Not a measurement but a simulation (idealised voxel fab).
The following process module bears the name voxel fin reveal.
Square cells of 5 nm make up the cross-section cut, whose width is 205 nm.
In what follows, cross-sections appear as grids of square cells, described through bands that run from the top down, where every band is one or more rows of cells. This entry defines a band. It first specifies the height of the band's top and the height of its bottom in nm, and then specifies the band's materials from left to right, stating each material with its width in nm. The word "full width" identifies a single material that fills the band from edge to edge, while the word "blank" identifies empty space. Heights are reckoned from 0. Under this level, the received wafer is all of one material. The bottommost band is open-ended downward, for example "0 nm and below". Think of "30->40" as a width that walks from the first number to the second as you go down the band, top row to bottom row, taking equal-sized steps from row to row. "same as before", as given for a step, is the statement that not any cell of the cross-section underwent a change during that step. Basically, "Closed void register" tells you about the enclosed voids: empty spaces with no open way to the top, 8 cells or bigger, each written width x height at distance, where distance is from the left edge, all in nm. after a step's settings: what the simulator itself notes on the step. "overlay nm" answers the question of how far to the right of plan the mask lay on a step that has a mask, and when it is negative the answer is to the left.
Listed below are the process steps as planned:
1: RECEIVE,material Si
2: CONFORMAL_DEP,material SiN,thk nm 10
3: DIRECTIONAL_DEP,material aC,thk nm 10
4: PATTERN,tone cover,mask id FINS,material resist,width nm 15,pitch nm 35,thk nm 30,overlay nm 0
5: DIRECTIONAL_ETCH,etch materials aC,depth nm 10
6: STRIP,etch materials resist
7: DIRECTIONAL_ETCH,etch materials SiN,depth nm 10
8: DIRECTIONAL_ETCH,etch materials Si,depth nm 35
9: STRIP,etch materials aC
10: FILL_DEP,material SiO2,thk nm 5
11: CMP,height nm 10
12: SELECTIVE_ETCH,etch materials SiO2,depth nm 20
13: STRIP,etch materials SiN
14: CONFORMAL_DEP,material HfO2,thk nm 5
So this is the incoming wafer in cross-section - it's already been through step 1:
  0 nm and below | Si full width
  Closed void register: none
Starting structure and process plan are as shown above, but one mistake was made in running the module; the wafer cross-section at the end of the module follows:
  15 nm to 10 nm | blank=55 | HfO2=25 | blank=10 | HfO2=25 | blank=10 | HfO2=25 | blank=55
  10 nm to 0 nm | blank=55 | HfO2=5 | SiN=15 | HfO2=5 | blank=10 | HfO2=5 | SiN=15 | HfO2=5 | blank=10 | HfO2=5 | SiN=15 | HfO2=5 | blank=55
  0 nm to -30 nm | blank=55 | HfO2=5 | Si=15 | HfO2=5 | blank=10 | HfO2=5 | Si=15 | HfO2=5 | blank=10 | HfO2=5 | Si=15 | HfO2=5 | blank=55
  -30 nm to -35 nm | HfO2=60 | Si=15 | HfO2=20 | Si=15 | HfO2=20 | Si=15 | HfO2=60
  -35 nm and below | Si full width
  Closed void register: none
In executing the process, a mistake was made relative to the plan: it should be noted that step 13 was executed with settings other than those planned, the operation and settings actually applied being STRIP,etch materials SiO2
